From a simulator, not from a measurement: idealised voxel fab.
Name of the process module below: voxel wiring stack
For reference, the cross-section in this document is cut, with width 300 nm and square cells of 5 nm.
Square cells in a grid make up a cross-section in this document, and the grid is given as bands, listed from the top down, each one or more rows of cells. Basically the band line says how high the top is and how high the bottom is, in nm, and then what's in it from left to right, every material with its width in nm. Empty space shows up as "empty", and if a single material carries "throughout" it runs the full band edge to edge. The level at which height equals 0 is the one under which the wafer, as it arrives, is entirely one material. No lower edge exists for the bottom band, which continues downward and is notated as in "0 -> down". The width entry "30 to 40" should be interpreted row by row: the top row of cells in the band takes the first number, the bottom row takes the second number, and the change between adjacent rows is uniform throughout. No cell of the cross-section changed in a step that is given as "nothing different". Listed in "Closed voids list": every empty space of 8 or more cells without an open way to the top. Form: width x height at distance, the distance being from the left edge, all in nm. If you see something after the settings on a step's line, that's the simulator's own remark about that step. If you see "overlay nm" on a step's line and that step has a mask, it's telling you how far right of where it was planned the mask ended up; a negative number means it went left instead.

### Steps planned for the process
1: RECEIVE: material Si
2: CONFORMAL_DEP: material SiO2, thk nm 10
3: DIRECTIONAL_DEP: material TiN, thk nm 5
4: DIRECTIONAL_DEP: material W, thk nm 20
5: PATTERN: tone cover, mask id METAL_1, material resist, width nm 30, pitch nm 60, thk nm 20, overlay nm 0
6: DIRECTIONAL_ETCH: etch materials W, depth nm 20
7: DIRECTIONAL_ETCH: etch materials TiN, depth nm 5
8: STRIP: etch materials resist
9: CONFORMAL_DEP: material SiN, thk nm 5
10: FILL_DEP: material SiO2, thk nm 5
11: CMP: height nm 35
12: CONFORMAL_DEP: material SiCN, thk nm 5
13: DIRECTIONAL_DEP: material SiO2, thk nm 30
14: MASKED_ETCH: tone open, mask id METAL_2_HOLES, width nm 15, pitch nm 60, etch materials SiO2, depth nm 30, overlay nm 0
15: PATTERN: tone open, mask id METAL_2, material resist, width nm 30, pitch nm 60, thk nm 15, overlay nm 0
16: DIRECTIONAL_ETCH: etch materials SiO2, depth nm 15
17: DIRECTIONAL_ETCH: etch materials SiCN, depth nm 5
18: STRIP: etch materials resist
19: CONFORMAL_DEP: material TiN, thk nm 5
20: FILL_DEP: material Cu, thk nm 10
21: CMP: height nm 70
22: CONFORMAL_DEP: material SiCN, thk nm 5

### As-received state of the wafer in cross-section, equivalent to post-step 1
* 0 -> down | Si throughout
* Closed voids list: none

### First wafer of two, sectioned at end of module; run went per plan
* 75 -> 70 | SiCN throughout
* 70 -> 60 | SiO2 75  TiN 5  Cu 20  TiN 5  SiO2 30  TiN 5  Cu 20  TiN 5  SiO2 30  TiN 5  Cu 20  TiN 5  SiO2 75
* 60 -> 55 | SiO2 75  TiN 5  Cu 5  TiN 20  SiO2 30  TiN 5  Cu 5  TiN 20  SiO2 30  TiN 5  Cu 5  TiN 20  SiO2 75
* 55 -> 40 | SiO2 75  TiN 5  Cu 5  TiN 5  SiO2 45  TiN 5  Cu 5  TiN 5  SiO2 45  TiN 5  Cu 5  TiN 5  SiO2 90
* 40 -> 35 | SiCN 75  TiN 15  SiCN 45  TiN 15  SiCN 45  TiN 15  SiCN 90
* 35 -> 15 | SiO2 70  SiN 5  W 30  SiN 5  SiO2 20  SiN 5  W 30  SiN 5  SiO2 20  SiN 5  W 30  SiN 5  SiO2 70
* 15 -> 10 | SiN 75  TiN 30  SiN 30  TiN 30  SiN 30  TiN 30  SiN 75
* 10 -> 0 | SiO2 throughout
* 0 -> down | Si throughout
* Closed voids list: none

### Second wafer of the two, sectioned at the end of the module. It began like the first and followed the same plan, but one mistake was made while running it
* 75 -> 70 | SiCN throughout
* 70 -> 60 | SiO2 75  TiN 5  Cu 20  TiN 5  SiO2 30  TiN 5  Cu 20  TiN 5  SiO2 30  TiN 5  Cu 20  TiN 5  SiO2 75
* 60 -> 55 | SiO2 75  TiN 5  Cu 5  TiN 20  SiO2 30  TiN 5  Cu 5  TiN 20  SiO2 30  TiN 5  Cu 5  TiN 20  SiO2 75
* 55 -> 40 | SiO2 75  TiN 5  Cu 5  TiN 5  SiO2 45  TiN 5  Cu 5  TiN 5  SiO2 45  TiN 5  Cu 5  TiN 5  SiO2 90
* 40 -> 35 | SiCN 75  TiN 15  SiCN 45  TiN 15  SiCN 45  TiN 15  SiCN 90
* 35 -> 30 | SiO2 throughout
* 30 -> 25 | SiO2 70  SiN 40  SiO2 20  SiN 40  SiO2 20  SiN 40  SiO2 70
* 25 -> 5 | SiO2 70  SiN 5  W 30  SiN 5  SiO2 20  SiN 5  W 30  SiN 5  SiO2 20  SiN 5  W 30  SiN 5  SiO2 70
* 5 -> 0 | SiN 75  TiN 30  SiN 30  TiN 30  SiN 30  TiN 30  SiN 75
* 0 -> down | Si throughout
* Closed voids list: none
Short version of what went wrong: plan step 2 skipped
Materials where the second wafer ends with more or fewer cells than the first: 24 more of SiN; 24 fewer of SiO2
